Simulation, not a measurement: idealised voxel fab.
process module | voxel gate over fins
cross-section cut | 155 nm wide | cells 5 nm
A cross-section is a grid of square cells, given in bands from the top down. A band is one or more rows of cells.
Each band's line starts with the height of the band's top and of its bottom, in nm. Then come its materials from left to right, each with its width in nm. One material with "throughout" fills the band from edge to edge. "air" is empty space.
Height 0 is the level under which the wafer as received is all one material. The lowest band goes on downwards, as in "0 down".
A width such as "30 to 40" changes by the same amount from each row of cells to the next, from the band's top row to its bottom row.
"no change" after a step means that no cell of the cross-section changed.
closed voids: empty space of 8 cells or more with no open way to the top, each as width x height at its distance from the left edge, in nm
after a step's settings: what the simulator itself notes on the step
overlay nm, on a step with a mask: how far to the right of its planned place the mask lay; to the left if negative
plan
1 op RECEIVE | material Si
2 op CONFORMAL_DEP | material SiN | thk nm 10
3 op MASKED_ETCH | tone cover | mask id FINS | width nm 15 | pitch nm 55 | etch materials SiN | depth nm 10 | overlay nm 0
4 op MASKED_ETCH | tone cover | mask id FINS | width nm 15 | pitch nm 55 | etch materials Si | depth nm 30 | overlay nm 0
5 op FILL_DEP | material SiO2 | thk nm 10
6 op CMP | height nm 10
7 op DIRECTIONAL_DEP | material aC | thk nm 10
8 op PATTERN | tone open | mask id RAIL | material resist | width nm 15 | thk nm 25 | overlay nm 0
9 op DIRECTIONAL_ETCH | etch materials aC | depth nm 10
10 op STRIP | etch materials resist
11 op DIRECTIONAL_ETCH | etch materials SiO2 | depth nm 35
12 op STRIP | etch materials aC
13 op CONFORMAL_DEP | material TiN | thk nm 5
14 op FILL_DEP | material W | thk nm 5
15 op CMP | height nm 10
16 op SELECTIVE_ETCH | etch materials W Ru TiN | depth nm 30
17 op FILL_DEP | material SiO2 | thk nm 5
18 op CMP | height nm 10
19 op SELECTIVE_ETCH | etch materials SiO2 | depth nm 25
20 op STRIP | etch materials SiN
21 op CONFORMAL_DEP | material HfO2 | thk nm 5
22 op CONFORMAL_DEP | material TiN | thk nm 5
23 op FILL_DEP | material W | thk nm 15
24 op CMP | height nm 20
25 op CONFORMAL_DEP | material SiCN | thk nm 10
as received, after step 1
  0 down: Si throughout
  closed voids: none
a wafer at the end: this start, this plan, one mistake
  30 to 20: SiCN throughout
  20 to 5: W throughout
  5 to 0: W 35 | TiN 25 | W 30 | TiN 25 | W 40
  0 to -10: W 35 | TiN 5 | Si 15 | TiN 5 | W 30 | TiN 5 | Si 15 | TiN 5 | W 40
  -10 to -15: TiN 40 | Si 15 | TiN 40 | Si 15 | TiN 45
  -15 to -20: SiO2 40 | Si 15 | SiO2 40 | Si 15 | SiO2 45
  -20 to -25: SiO2 40 | Si 15 | SiO2 10 | TiN 15 | SiO2 15 | Si 15 | SiO2 45
  -25 to -30: SiO2 40 | Si 15 | SiO2 40 | Si 15 | SiO2 45
  -30 down: Si throughout
  closed voids: none
what went wrong: step 21 was left out
